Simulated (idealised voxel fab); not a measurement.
The process module that follows is named voxel transistor to metal.
FYI the section here is cut, 165 nm wide, cells are 5 nm squares.
Think of the cross-section as a grid of square cells. We describe it in bands, top to bottom, and each band covers one or more rows of those cells. A band entry consists of two parts. The first gives the height of the band's top and the height of its bottom, in nm. The rest lists the band's materials from left to right, each with its width in nm. A single material labelled with the word "edge to edge" fills the band from edge to edge, and the word "air" marks empty space. Where do heights start? At 0: under that level the wafer as delivered is made of one material only. And the lowest band has no floor; it just carries on downward, as in "z 0 and below". The expression "30..40" gives the width at the extremes of the band, the first number at its top row of cells and the second at its bottom row, with the width changing by equal amounts from each row to the next in between. "changes: none", as given for a step, is the statement that not any cell of the cross-section underwent a change during that step. "Cavities, sealed" enumerates empty spaces isolated from the top, with no open way to it, that contain at least 8 cells, giving each as width x height at distance from the left edge, all three in nm. On each step's line, the part that comes after the settings is the simulator's own comment on the step. The setting "overlay nm" may be written on the line of a step. When the step uses a mask, the value reports how far to the right of the planned place the mask lay, and a negative value reports that it lay to the left.

Steps planned for the process:
1 op RECEIVE | material Si
2 op OXIDIZE | depth nm 5
3 op CONFORMAL_DEP | material SiN | thk nm 10
4 op MASKED_ETCH | tone cover | mask id ACTIVE | width nm 105 | etch materials SiN | depth nm 10 | overlay nm 0
5 op MASKED_ETCH | tone cover | mask id ACTIVE | width nm 105 | etch materials SiO2 | depth nm 5 | overlay nm 0
6 op MASKED_ETCH | tone cover | mask id ACTIVE | width nm 105 | etch materials Si | depth nm 35 | overlay nm 0
7 op FILL_DEP | material SiO2 | thk nm 10
8 op CMP | height nm 10
9 op SELECTIVE_ETCH | etch materials SiO2 | depth nm 5
10 op STRIP | etch materials SiN
11 op SELECTIVE_ETCH | etch materials SiO2 | depth nm 5
12 op OXIDIZE | depth nm 5
13 op DIRECTIONAL_DEP | material polySi | thk nm 20
14 op DIRECTIONAL_DEP | material SiCN | thk nm 10
15 op PATTERN | tone cover | mask id GATE | material resist | width nm 25 | thk nm 20 | overlay nm 0
16 op DIRECTIONAL_ETCH | etch materials SiCN | depth nm 20
17 op DIRECTIONAL_ETCH | etch materials polySi | depth nm 30
18 op STRIP | etch materials resist
19 op CONFORMAL_DEP | material SiN | thk nm 10
20 op DIRECTIONAL_ETCH | etch materials SiN | depth nm 10
21 op DIRECTIONAL_ETCH | etch materials SiO2 | depth nm 5
22 op DIRECTIONAL_ETCH | etch materials Si | depth nm 5
23 op EPI | material nSi | thk nm 10
24 op FILL_DEP | material SiO2 | thk nm 5
25 op CMP | height nm 25
26 op DIRECTIONAL_DEP | material SiO2 | thk nm 15
27 op MASKED_ETCH | tone open | mask id CONTACT | width nm 30 | pitch nm 65 | etch materials SiO2 | depth nm 45 | overlay nm 0
28 op CONFORMAL_DEP | material TiN | thk nm 5
29 op FILL_DEP | material Ru | thk nm 5
30 op CMP | height nm 40
31 op DIRECTIONAL_DEP | material TiN | thk nm 5
32 op DIRECTIONAL_DEP | material W | thk nm 15
33 op DIRECTIONAL_DEP | material aC | thk nm 15
34 op PATTERN | tone cover | mask id METAL_1 | material resist | width nm 20 | pitch nm 75 | thk nm 30 | overlay nm 0
35 op DIRECTIONAL_ETCH | etch materials aC | depth nm 15
36 op STRIP | etch materials resist
37 op DIRECTIONAL_ETCH | etch materials W | depth nm 15
38 op DIRECTIONAL_ETCH | etch materials TiN | depth nm 5
39 op STRIP | etch materials aC
40 op FILL_DEP | material lowk | thk nm 5
41 op CMP | height nm 60
42 op CONFORMAL_DEP | material SiCN | thk nm 5
43 op DIRECTIONAL_DEP | material SiO2 | thk nm 30
44 op MASKED_ETCH | tone open | mask id METAL_2 | width nm 20 | pitch nm 75 | etch materials SiO2 | depth nm 15 | overlay nm 0
45 op MASKED_ETCH | tone open | mask id METAL_2_HOLES | width nm 15 | pitch nm 75 | etch materials SiO2 | depth nm 15 | overlay nm 0
46 op MASKED_ETCH | tone open | mask id METAL_2_HOLES | width nm 15 | pitch nm 75 | etch materials SiCN | depth nm 5 | overlay nm 0
47 op CONFORMAL_DEP | material TiN | thk nm 5
48 op FILL_DEP | material Cu | thk nm 5
49 op CMP | height nm 95
50 op CONFORMAL_DEP | material SiN | thk nm 5

Incoming wafer, cross-sectional view, post step 1:
- z 0 and below: Si edge to edge
- Cavities, sealed: none

First of two wafers: cross-section at end of module, run per plan:
- z 100 to 95: SiN edge to edge
- z 95 to 85: SiO2=35  TiN=5  Cu=10  TiN=5  SiO2=55  TiN=5  Cu=10  TiN=5  SiO2=35
- z 85 to 80: SiO2=35  TiN=5  Cu=5  TiN=10  SiO2=55  TiN=5  Cu=5  TiN=10  SiO2=35
- z 80 to 65: SiO2=35  TiN=5  Cu=5  TiN=5  SiO2=60  TiN=5  Cu=5  TiN=5  SiO2=40
- z 65 to 60: SiCN=35  TiN=15  SiCN=60  TiN=15  SiCN=40
- z 60 to 45: lowk=35  W=20  lowk=55  W=20  lowk=35
- z 45 to 40: lowk=35  TiN=20  lowk=55  TiN=20  lowk=35
- z 40 to 30: SiO2=35  TiN=5  Ru=20  TiN=5  SiO2=35  TiN=5  Ru=20  TiN=5  SiO2=35
- z 30 to 25: SiO2=35  TiN=5  Ru=15  TiN=10  SiO2=35  TiN=10  Ru=15  TiN=5  SiO2=35
- z 25 to 15: SiO2=35  TiN=5  Ru=15  TiN=5  SiN=10  SiCN=25  SiN=10  TiN=5  Ru=15  TiN=5  SiO2=35
- z 15 to 5: SiO2=35  TiN=5  Ru=15  TiN=5  SiN=10  polySi=25  SiN=10  TiN=5  Ru=15  TiN=5  SiO2=35
- z 5 to 0: SiO2=35  TiN=25  SiN=10  polySi=25  SiN=10  TiN=25  SiO2=35
- z 0 to -5: SiO2=25  SiN=10  nSi=10  TiN=5  nSi=10  SiN=10  polySi=25  SiN=10  nSi=10  TiN=5  nSi=10  SiN=10  SiO2=25
- z -5 to -10: SiO2=35  nSi=25  SiO2=45  nSi=25  SiO2=35
- z -10 to -15: SiO2=30  Si=5  nSi=25  Si=45  nSi=25  Si=5  SiO2=30
- z -15 to -40: SiO2=30  Si=105  SiO2=30
- z -40 and below: Si edge to edge
- Cavities, sealed: none

Second wafer cross-section at end of module - shared start and plan with the first, one mistake in the run:
- z 100 to 95: SiN edge to edge
- z 95 to 90: SiCN=35  TiN=15  SiCN=60  TiN=15  SiCN=40
- z 90 to 60: SiO2 edge to edge
- z 60 to 45: lowk=35  W=20  lowk=55  W=20  lowk=35
- z 45 to 40: lowk=35  TiN=20  lowk=55  TiN=20  lowk=35
- z 40 to 30: SiO2=35  TiN=5  Ru=20  TiN=5  SiO2=35  TiN=5  Ru=20  TiN=5  SiO2=35
- z 30 to 25: SiO2=35  TiN=5  Ru=15  TiN=10  SiO2=35  TiN=10  Ru=15  TiN=5  SiO2=35
- z 25 to 15: SiO2=35  TiN=5  Ru=15  TiN=5  SiN=10  SiCN=25  SiN=10  TiN=5  Ru=15  TiN=5  SiO2=35
- z 15 to 5: SiO2=35  TiN=5  Ru=15  TiN=5  SiN=10  polySi=25  SiN=10  TiN=5  Ru=15  TiN=5  SiO2=35
- z 5 to 0: SiO2=35  TiN=25  SiN=10  polySi=25  SiN=10  TiN=25  SiO2=35
- z 0 to -5: SiO2=25  SiN=10  nSi=10  TiN=5  nSi=10  SiN=10  polySi=25  SiN=10  nSi=10  TiN=5  nSi=10  SiN=10  SiO2=25
- z -5 to -10: SiO2=35  nSi=25  SiO2=45  nSi=25  SiO2=35
- z -10 to -15: SiO2=30  Si=5  nSi=25  Si=45  nSi=25  Si=5  SiO2=30
- z -15 to -40: SiO2=30  Si=105  SiO2=30
- z -40 and below: Si edge to edge
- Cavities, sealed: none
what went wrong: contrary to the plan, steps 42 and 43 were processed in exchanged order
At the finish, the second wafer shows more or fewer cells for some materials than the first does: -16 Cu | +42 SiO2 | -26 TiN
